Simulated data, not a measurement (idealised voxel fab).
Proc. module: voxel transistor to metal
The cross-section on display is named cut; it measures 175 nm wide, and its cells are 5 nm squares.
For the purposes of this document, a cross-section shall be understood as a grid of square cells, specified as bands listed in top-to-bottom order, each band consisting of one or more rows of cells.
The entry gives the band's vertical extent as a top height and a bottom height in nm, then its horizontal make-up as materials from left to right, each with a width in nm. "blank" stands for empty space; a single material marked "full width" fills the band edge to edge.
Zero point of the height axis is 0; under it, received wafer = one material. Lowest band: continues down indefinitely, "0 and below".
A width given as "30->40" starts at the first number in the band's top row and ends at the second number in its bottom row, shifting by an equal amount at every step from row to row.
"left unchanged", as given for a step, is the statement that not any cell of the cross-section underwent a change during that step.
If an empty space has no open way to the top and is at least 8 cells in size, "Catalogued sealed voids" lists it, written width x height at distance, where distance is measured from the left edge and every value is in nm.
Text after the settings on a step's line: the simulator's own remark on that step.
A step's line can hold "overlay nm"; with a mask on that step, the setting says how far right of the planned place the mask lay, while a negative setting says it lay to the left.
The process steps that were planned are listed below
| 1 | RECEIVE [material Si] |
| 2 | CONFORMAL_DEP [material SiO2] [thk nm 5] |
| 3 | CONFORMAL_DEP [material SiN] [thk nm 10] |
| 4 | DIRECTIONAL_DEP [material aC] [thk nm 10] |
| 5 | PATTERN [tone cover] [mask id ACTIVE] [material resist] [width nm 110] [thk nm 30] [overlay nm 0] |
| 6 | DIRECTIONAL_ETCH [etch materials aC] [depth nm 10] |
| 7 | STRIP [etch materials resist] |
| 8 | DIRECTIONAL_ETCH [etch materials SiN] [depth nm 10] |
| 9 | DIRECTIONAL_ETCH [etch materials SiO2] [depth nm 5] |
| 10 | DIRECTIONAL_ETCH [etch materials Si] [depth nm 35] |
| 11 | STRIP [etch materials aC] |
| 12 | OXIDIZE [depth nm 5] |
| 13 | FILL_DEP [material SiO2] [thk nm 5] |
| 14 | CMP [height nm 15] |
| 15 | SELECTIVE_ETCH [etch materials SiO2] [depth nm 5] |
| 16 | STRIP [etch materials SiN] |
| 17 | SELECTIVE_ETCH [etch materials SiO2] [depth nm 5] |
| 18 | OXIDIZE [depth nm 5] |
| 19 | DIRECTIONAL_DEP [material polySi] [thk nm 30] |
| 20 | DIRECTIONAL_DEP [material SiCN] [thk nm 15] |
| 21 | DIRECTIONAL_DEP [material aC] [thk nm 10] |
| 22 | PATTERN [tone cover] [mask id GATE] [material resist] [width nm 20] [thk nm 25] [overlay nm 0] |
| 23 | DIRECTIONAL_ETCH [etch materials aC] [depth nm 10] |
| 24 | STRIP [etch materials resist] |
| 25 | DIRECTIONAL_ETCH [etch materials SiCN] [depth nm 25] |
| 26 | DIRECTIONAL_ETCH [etch materials polySi] [depth nm 40] |
| 27 | STRIP [etch materials aC] |
| 28 | CONFORMAL_DEP [material SiO2] [thk nm 5] |
| 29 | DIRECTIONAL_ETCH [etch materials SiO2] [depth nm 5] |
| 30 | CONFORMAL_DEP [material SiN] [thk nm 10] |
| 31 | DIRECTIONAL_ETCH [etch materials SiN] [depth nm 10] |
| 32 | DIRECTIONAL_ETCH [etch materials SiO2] [depth nm 5] |
| 33 | DIRECTIONAL_ETCH [etch materials Si] [depth nm 15] |
| 34 | EPI [material SiGe] [thk nm 15] |
| 35 | FILL_DEP [material SiO2] [thk nm 10] |
| 36 | CMP [height nm 45] |
| 37 | DIRECTIONAL_DEP [material SiO2] [thk nm 10] |
| 38 | DIRECTIONAL_DEP [material aC] [thk nm 15] |
| 39 | PATTERN [tone open] [mask id CONTACT] [material resist] [width nm 30] [pitch nm 60] [thk nm 35] [overlay nm 0] |
| 40 | DIRECTIONAL_ETCH [etch materials aC] [depth nm 15] |
| 41 | STRIP [etch materials resist] |
| 42 | DIRECTIONAL_ETCH [etch materials SiO2] [depth nm 45] |
| 43 | STRIP [etch materials aC] |
| 44 | CONFORMAL_DEP [material TiN] [thk nm 5] |
| 45 | FILL_DEP [material W] [thk nm 5] |
| 46 | CMP [height nm 55] |
| 47 | DIRECTIONAL_DEP [material TiN] [thk nm 5] |
| 48 | DIRECTIONAL_DEP [material W] [thk nm 25] |
| 49 | PATTERN [tone cover] [mask id METAL_1] [material resist] [width nm 20] [pitch nm 70] [thk nm 15] [overlay nm 0] |
| 50 | DIRECTIONAL_ETCH [etch materials W] [depth nm 25] |
| 51 | DIRECTIONAL_ETCH [etch materials TiN] [depth nm 5] |
| 52 | STRIP [etch materials resist] |
| 53 | CONFORMAL_DEP [material SiN] [thk nm 5] |
| 54 | FILL_DEP [material lowk] [thk nm 5] |
| 55 | CMP [height nm 85] |
| 56 | CONFORMAL_DEP [material SiCN] [thk nm 5] |
| 57 | DIRECTIONAL_DEP [material lowk] [thk nm 35] |
| 58 | MASKED_ETCH [tone open] [mask id METAL_2] [width nm 20] [pitch nm 70] [etch materials lowk] [depth nm 20] [overlay nm 0] |
| 59 | DIRECTIONAL_DEP [material aC] [thk nm 15] |
| 60 | PATTERN [tone open] [mask id METAL_2_HOLES] [material resist] [width nm 15] [pitch nm 70] [thk nm 35] [overlay nm 0] |
| 61 | DIRECTIONAL_ETCH [etch materials aC] [depth nm 15] |
| 62 | STRIP [etch materials resist] |
| 63 | DIRECTIONAL_ETCH [etch materials lowk] [depth nm 15] |
| 64 | DIRECTIONAL_ETCH [etch materials SiCN] [depth nm 5] |
| 65 | STRIP [etch materials aC] |
| 66 | CONFORMAL_DEP [material TiN] [thk nm 5] |
| 67 | FILL_DEP [material Ru] [thk nm 5] |
| 68 | CMP [height nm 125] |
| 69 | CONFORMAL_DEP [material SiN] [thk nm 5] |
Cross-section of the wafer upon arrival, representing the state reached after step 1
  0 and below: Si full width
  Catalogued sealed voids: none
The first of the two wafers as seen in cross-section once the module was finished; processing followed the plan
  130 down to 125: SiN full width
  125 down to 110: lowk (40) | TiN (5) | Ru (10) | TiN (5) | lowk (50) | TiN (5) | Ru (10) | TiN (5) | lowk (45)
  110 down to 105: lowk (40) | TiN (5) | Ru (5) | TiN (10) | lowk (50) | TiN (5) | Ru (5) | TiN (10) | lowk (45)
  105 down to 90: lowk (40) | TiN (5) | Ru (5) | TiN (5) | lowk (55) | TiN (5) | Ru (5) | TiN (5) | lowk (50)
  90 down to 85: SiCN (40) | TiN (15) | SiCN (55) | TiN (15) | SiCN (50)
  85 down to 60: lowk (35) | SiN (5) | W (20) | SiN (5) | lowk (40) | SiN (5) | W (20) | SiN (5) | lowk (40)
  60 down to 55: SiN (40) | TiN (20) | SiN (50) | TiN (20) | SiN (45)
  55 down to 45: SiO2 (40) | TiN (5) | W (20->10) | TiN (5->15) | SiO2 (30) | TiN (5->15) | W (20->10) | TiN (5) | SiO2 (45)
  45 down to 30: SiO2 (40) | TiN (5) | W (10) | TiN (5) | SiN (10) | SiO2 (5) | SiCN (20) | SiO2 (5) | SiN (10) | TiN (5) | W (10) | TiN (5) | SiO2 (45)
  30 down to 15: SiO2 (40) | TiN (5) | W (10) | TiN (5) | SiN (10) | SiO2 (5) | polySi (20) | SiO2 (5) | SiN (10) | TiN (5) | W (10) | TiN (5) | SiO2 (45)
  15 down to 10: SiO2 (40) | TiN (20) | SiN (10) | SiO2 (5) | polySi (20) | SiO2 (5) | SiN (10) | TiN (20) | SiO2 (45)
  10 down to 5: SiO2 (35) | SiGe (25) | SiN (10) | SiO2 (5) | polySi (20) | SiO2 (5) | SiN (10) | SiGe (25) | SiO2 (40)
  5 down to 0: SiO2 (30) | SiN (10) | SiGe (20) | SiN (10) | SiO2 (5) | polySi (20) | SiO2 (5) | SiN (10) | SiGe (20) | SiN (10) | SiO2 (35)
  0 down to -5: SiO2 (40) | SiGe (20) | SiO2 (50) | SiGe (20) | SiO2 (45)
  -5 down to -20: SiO2 (35) | Si (5) | SiGe (20) | Si (50) | SiGe (20) | Si (5) | SiO2 (40)
  -20 down to -40: SiO2 (35) | Si (100) | SiO2 (40)
  -40 and below: Si full width
  Catalogued sealed voids: none
This is the second of the two wafers, cross-sectioned at the end of the module; it started exactly like the first and was given the same plan, but it was run with one mistake
  130 down to 125: SiN full width
  125 down to 110: lowk (40) | TiN (5) | Ru (10) | TiN (5) | lowk (50) | TiN (5) | Ru (10) | TiN (5) | lowk (45)
  110 down to 105: lowk (40) | TiN (5) | Ru (5) | TiN (10) | lowk (50) | TiN (5) | Ru (5) | TiN (10) | lowk (45)
  105 down to 90: lowk (40) | TiN (5) | Ru (5) | TiN (5) | lowk (55) | TiN (5) | Ru (5) | TiN (5) | lowk (50)
  90 down to 85: SiCN (40) | TiN (15) | SiCN (55) | TiN (15) | SiCN (50)
  85 down to 60: lowk (35) | SiN (5) | W (20) | SiN (5) | lowk (40) | SiN (5) | W (20) | SiN (5) | lowk (40)
  60 down to 55: SiN (40) | TiN (20) | SiN (50) | TiN (20) | SiN (45)
  55 down to 45: SiO2 (40) | TiN (5) | W (20->10) | TiN (5->15) | SiO2 (30) | TiN (5->20) | W (20->5) | TiN (5) | SiO2 (45)
  45 down to 30: SiO2 (40) | TiN (5) | W (10) | TiN (5) | SiN (10) | SiO2 (5) | SiCN (25) | TiN (5) | SiN (10) | TiN (5) | W (5) | TiN (5) | SiO2 (45)
  30 down to 15: SiO2 (40) | TiN (5) | W (10) | TiN (5) | SiN (10) | SiO2 (5) | polySi (25) | TiN (5) | SiN (10) | TiN (5) | W (5) | TiN (5) | SiO2 (45)
  15 down to 10: SiO2 (40) | TiN (20) | SiN (10) | SiO2 (5) | polySi (25) | TiN (5) | SiN (10) | TiN (15) | SiO2 (45)
  10 down to 5: SiO2 (35) | SiGe (25) | SiN (10) | SiO2 (5) | polySi (25) | SiO2 (5) | SiN (10) | SiGe (20) | SiO2 (40)
  5 down to 0: SiO2 (30) | SiN (10) | SiGe (20) | SiN (10) | SiO2 (5) | polySi (25) | SiO2 (5) | SiN (10) | SiGe (15) | SiN (10) | SiO2 (35)
  0 down to -5: SiO2 (40) | SiGe (20) | SiO2 (55) | SiGe (15) | SiO2 (45)
  -5 down to -20: SiO2 (35) | Si (5) | SiGe (20) | Si (55) | SiGe (15) | Si (5) | SiO2 (40)
  -20 down to -40: SiO2 (35) | Si (100) | SiO2 (40)
  -40 and below: Si full width
  Catalogued sealed voids: none
So what did we get wrong on this run? step 22: run off-plan, actual operation and settings PATTERN [tone cover] [mask id GATE] [material resist] [width nm 25] [thk nm 25] [overlay nm 0]
Once processing is complete, comparing cell counts shows that the second wafer has more or fewer of certain materials than the first: Si: 3 more | SiCN: 3 more | SiGe: 6 fewer | SiO2: 6 fewer | TiN: 7 more | W: 7 fewer | polySi: 6 more
